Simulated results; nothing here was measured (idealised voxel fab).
Process module name: voxel air gaps
The cross-section shown here is cut; it is 270 nm wide and divided into square cells measuring 5 nm on a side.
We lay out every cross-section as a grid of square cells and spell it out in bands from the top down, where one band means one or more rows of cells.
Each band's line starts with the height of the band's top and of its bottom, in nm. Then come its materials from left to right, each with its width in nm. One material with "throughout" fills the band from edge to edge. "empty" is empty space.
Height datum 0, below which the as-received substrate wafer is one material. Lowest band open at the bottom, running downward: "top 0, no bottom".
Quick explanation for "30 to 40": the width changes in equal steps down the rows of cells, from the first number in the band's top row to the second number in its bottom row.
You'll sometimes find "identical to before" written for a step, and that's the way of saying that nowhere in the cross-section did a cell change during that step.
"Closed void catalog" means: voids of 8 cells or more that are shut off from the top with no open way through. Written width x height at distance, distance from the left edge, in nm.
Text after the settings on a step's line: the simulator's own remark on that step.
"overlay nm", when on a step's line for a step with a mask, measures how far to the right of its planned place the mask lay; a negative measure means to the left.
**Process steps (planned)**
1: RECEIVE: material Si
2: CONFORMAL_DEP: material SiO2, thk nm 10
3: CONFORMAL_DEP: material SiCN, thk nm 5
4: DIRECTIONAL_DEP: material lowk, thk nm 40
5: DIRECTIONAL_DEP: material aC, thk nm 15
6: PATTERN: tone open, mask id LINES, material resist, width nm 15, pitch nm 40, thk nm 35, overlay nm 0
7: DIRECTIONAL_ETCH: etch materials aC, depth nm 15
8: STRIP: etch materials resist
9: DIRECTIONAL_ETCH: etch materials lowk, depth nm 40
10: STRIP: etch materials aC
11: CONFORMAL_DEP: material TiN, thk nm 5
12: FILL_DEP: material W, thk nm 10
13: CMP: height nm 55
14: EPI: material Ru, thk nm 10
15: SELECTIVE_ETCH: etch materials lowk, depth nm 50
16: CONFORMAL_DEP: material SiCN, thk nm 5
**The first of a set of two wafers, run to plan**
**Shown in cross-section is the wafer as received, that is, as it stands after step 1**
- top 0, no bottom  Si throughout
- Closed void catalog: none
**Wafer xsec, post step 2**
- top 10, bottom 0  SiO2 throughout
- Anything lower than 0 is untouched.
**Wafer xsec, post step 3**
- top 15, bottom 10  SiCN throughout
- Anything lower than 10 is untouched.
**Wafer xsec, post step 4**
- top 55, bottom 15  lowk throughout
- Anything lower than 15 is untouched.
**Wafer xsec, post step 5**
- top 70, bottom 55  aC throughout
- Anything lower than 55 is untouched.
**Wafer xsec, post step 6**
- top 105, bottom 70  resist: 85, empty: 15, resist: 25, empty: 15, resist: 25, empty: 15, resist: 90
- Anything lower than 70 is untouched.
**Wafer xsec, post step 7**
- top 90, bottom 70  resist: 85, empty: 15, resist: 25, empty: 15, resist: 25, empty: 15, resist: 90
- top 70, bottom 55  aC: 85, empty: 15, aC: 25, empty: 15, aC: 25, empty: 15, aC: 90
- Anything lower than 55 is untouched.
**Wafer xsec, post step 8**
- top 70, bottom 55  aC: 85, empty: 15, aC: 25, empty: 15, aC: 25, empty: 15, aC: 90
- Anything lower than 55 is untouched.
**Wafer xsec, post step 9**
- top 70, bottom 55  aC: 85, empty: 15, aC: 25, empty: 15, aC: 25, empty: 15, aC: 90
- top 55, bottom 15  lowk: 85, empty: 15, lowk: 25, empty: 15, lowk: 25, empty: 15, lowk: 90
- Anything lower than 15 is untouched.
**Wafer xsec, post step 10**
- top 55, bottom 15  lowk: 85, empty: 15, lowk: 25, empty: 15, lowk: 25, empty: 15, lowk: 90
- Anything lower than 15 is untouched.
**Wafer xsec, post step 11**
- top 60, bottom 55  TiN: 90, empty: 5, TiN: 35, empty: 5, TiN: 35, empty: 5, TiN: 95
- top 55, bottom 20  lowk: 85, TiN: 5, empty: 5, TiN: 5, lowk: 25, TiN: 5, empty: 5, TiN: 5, lowk: 25, TiN: 5, empty: 5, TiN: 5, lowk: 90
- top 20, bottom 15  lowk: 85, TiN: 15, lowk: 25, TiN: 15, lowk: 25, TiN: 15, lowk: 90
- Anything lower than 15 is untouched.
**Wafer xsec, post step 12**
- top 70, bottom 60  W throughout
- top 60, bottom 55  TiN: 90, W: 5, TiN: 35, W: 5, TiN: 35, W: 5, TiN: 95
- top 55, bottom 20  lowk: 85, TiN: 5, W: 5, TiN: 5, lowk: 25, TiN: 5, W: 5, TiN: 5, lowk: 25, TiN: 5, W: 5, TiN: 5, lowk: 90
- Anything lower than 20 is untouched.
**Wafer xsec, post step 13**
- top 55, bottom 20  lowk: 85, TiN: 5, W: 5, TiN: 5, lowk: 25, TiN: 5, W: 5, TiN: 5, lowk: 25, TiN: 5, W: 5, TiN: 5, lowk: 90
- Anything lower than 20 is untouched.
**Wafer xsec, post step 14**
- top 65, bottom 55  empty: 75, Ru: 35, empty: 5, Ru: 35, empty: 5, Ru: 35, empty: 80
- Anything lower than 55 is untouched.
**Wafer xsec, post step 15**
- top 65, bottom 55  empty: 75, Ru: 35, empty: 5, Ru: 35, empty: 5, Ru: 35, empty: 80
- top 55, bottom 20  empty: 85, TiN: 5, W: 5, TiN: 5, empty: 25, TiN: 5, W: 5, TiN: 5, empty: 25, TiN: 5, W: 5, TiN: 5, empty: 90
- top 20, bottom 15  empty: 85, TiN: 15, empty: 25, TiN: 15, empty: 25, TiN: 15, empty: 90
- Anything lower than 15 is untouched.
**Wafer xsec, post step 16**
- top 70, bottom 65  empty: 70, SiCN: 125, empty: 75
- top 65, bottom 55  empty: 70, SiCN: 5, Ru: 35, SiCN: 5, Ru: 35, SiCN: 5, Ru: 35, SiCN: 5, empty: 75
- top 55, bottom 50  empty: 70, SiCN: 15, TiN: 5, W: 5, TiN: 5, SiCN: 25, TiN: 5, W: 5, TiN: 5, SiCN: 25, TiN: 5, W: 5, TiN: 5, SiCN: 15, empty: 75
- top 50, bottom 20  empty: 80, SiCN: 5, TiN: 5, W: 5, TiN: 5, SiCN: 5, empty: 15, SiCN: 5, TiN: 5, W: 5, TiN: 5, SiCN: 5, empty: 15, SiCN: 5, TiN: 5, W: 5, TiN: 5, SiCN: 5, empty: 85
- top 20, bottom 15  SiCN: 85, TiN: 15, SiCN: 25, TiN: 15, SiCN: 25, TiN: 15, SiCN: 90
- Anything lower than 15 is untouched.
- Closed void catalog: 15 x 30 at 105; 15 x 30 at 145
**The remaining wafer, second of the two, started like the first and was run to the same plan, except that one mistake was made along the way; the two coincide through step 1, inclusive**
**Cross-section of the second wafer at the time step 2 of the plan should have ended**
- top 5, bottom 0  SiO2 throughout
- Anything lower than 0 is untouched.
**Cross-section of the second wafer at the time step 3 of the plan should have ended**
- top 10, bottom 5  SiCN throughout
- Anything lower than 5 is untouched.
**Cross-section of the second wafer at the time step 4 of the plan should have ended**
- top 50, bottom 10  lowk throughout
- Anything lower than 10 is untouched.
**Cross-section of the second wafer at the time step 5 of the plan should have ended**
- top 65, bottom 50  aC throughout
- Anything lower than 50 is untouched.
**Cross-section of the second wafer at the time step 6 of the plan should have ended**
- top 100, bottom 65  resist: 85, empty: 15, resist: 25, empty: 15, resist: 25, empty: 15, resist: 90
- Anything lower than 65 is untouched.
**Cross-section of the second wafer at the time step 7 of the plan should have ended**
- top 85, bottom 65  resist: 85, empty: 15, resist: 25, empty: 15, resist: 25, empty: 15, resist: 90
- top 65, bottom 50  aC: 85, empty: 15, aC: 25, empty: 15, aC: 25, empty: 15, aC: 90
- Anything lower than 50 is untouched.
**Cross-section of the second wafer at the time step 8 of the plan should have ended**
- top 65, bottom 50  aC: 85, empty: 15, aC: 25, empty: 15, aC: 25, empty: 15, aC: 90
- Anything lower than 50 is untouched.
**Cross-section of the second wafer at the time step 9 of the plan should have ended**
- top 65, bottom 50  aC: 85, empty: 15, aC: 25, empty: 15, aC: 25, empty: 15, aC: 90
- top 50, bottom 10  lowk: 85, empty: 15, lowk: 25, empty: 15, lowk: 25, empty: 15, lowk: 90
- Anything lower than 10 is untouched.
**Cross-section of the second wafer at the time step 10 of the plan should have ended**
- top 50, bottom 10  lowk: 85, empty: 15, lowk: 25, empty: 15, lowk: 25, empty: 15, lowk: 90
- Anything lower than 10 is untouched.
**Cross-section of the second wafer at the time step 11 of the plan should have ended**
- top 55, bottom 50  TiN: 90, empty: 5, TiN: 35, empty: 5, TiN: 35, empty: 5, TiN: 95
- top 50, bottom 15  lowk: 85, TiN: 5, empty: 5, TiN: 5, lowk: 25, TiN: 5, empty: 5, TiN: 5, lowk: 25, TiN: 5, empty: 5, TiN: 5, lowk: 90
- top 15, bottom 10  lowk: 85, TiN: 15, lowk: 25, TiN: 15, lowk: 25, TiN: 15, lowk: 90
- Anything lower than 10 is untouched.
**Cross-section of the second wafer at the time step 12 of the plan should have ended**
- top 65, bottom 55  W throughout
- top 55, bottom 50  TiN: 90, W: 5, TiN: 35, W: 5, TiN: 35, W: 5, TiN: 95
- top 50, bottom 15  lowk: 85, TiN: 5, W: 5, TiN: 5, lowk: 25, TiN: 5, W: 5, TiN: 5, lowk: 25, TiN: 5, W: 5, TiN: 5, lowk: 90
- Anything lower than 15 is untouched.
**Cross-section of the second wafer at the time step 13 of the plan should have ended**
- top 55, bottom 50  TiN: 90, W: 5, TiN: 35, W: 5, TiN: 35, W: 5, TiN: 95
- Anything lower than 50 is untouched.
**Cross-section of the second wafer at the time step 14 of the plan should have ended**
- top 65, bottom 55  Ru throughout
- Anything lower than 55 is untouched.
Cross-section of the second wafer at the time step 15 of the plan should have ended: identical to before
**Cross-section of the second wafer at the time step 16 of the plan should have ended**
- top 70, bottom 65  SiCN throughout
- Anything lower than 65 is untouched.
Nonconformance to the process plan: step 2 was run on a setting that differed from the plan, and what really ran there is CONFORMAL_DEP: material SiO2, thk nm 5
In the final state, the cell counts of the second wafer exceed or fall short of those of the first for the following materials: +66 Ru, -76 SiCN, -54 SiO2, +51 TiN, +3 W, +360 lowk
End state: 2 closed voids on the first wafer, 0 on the second.
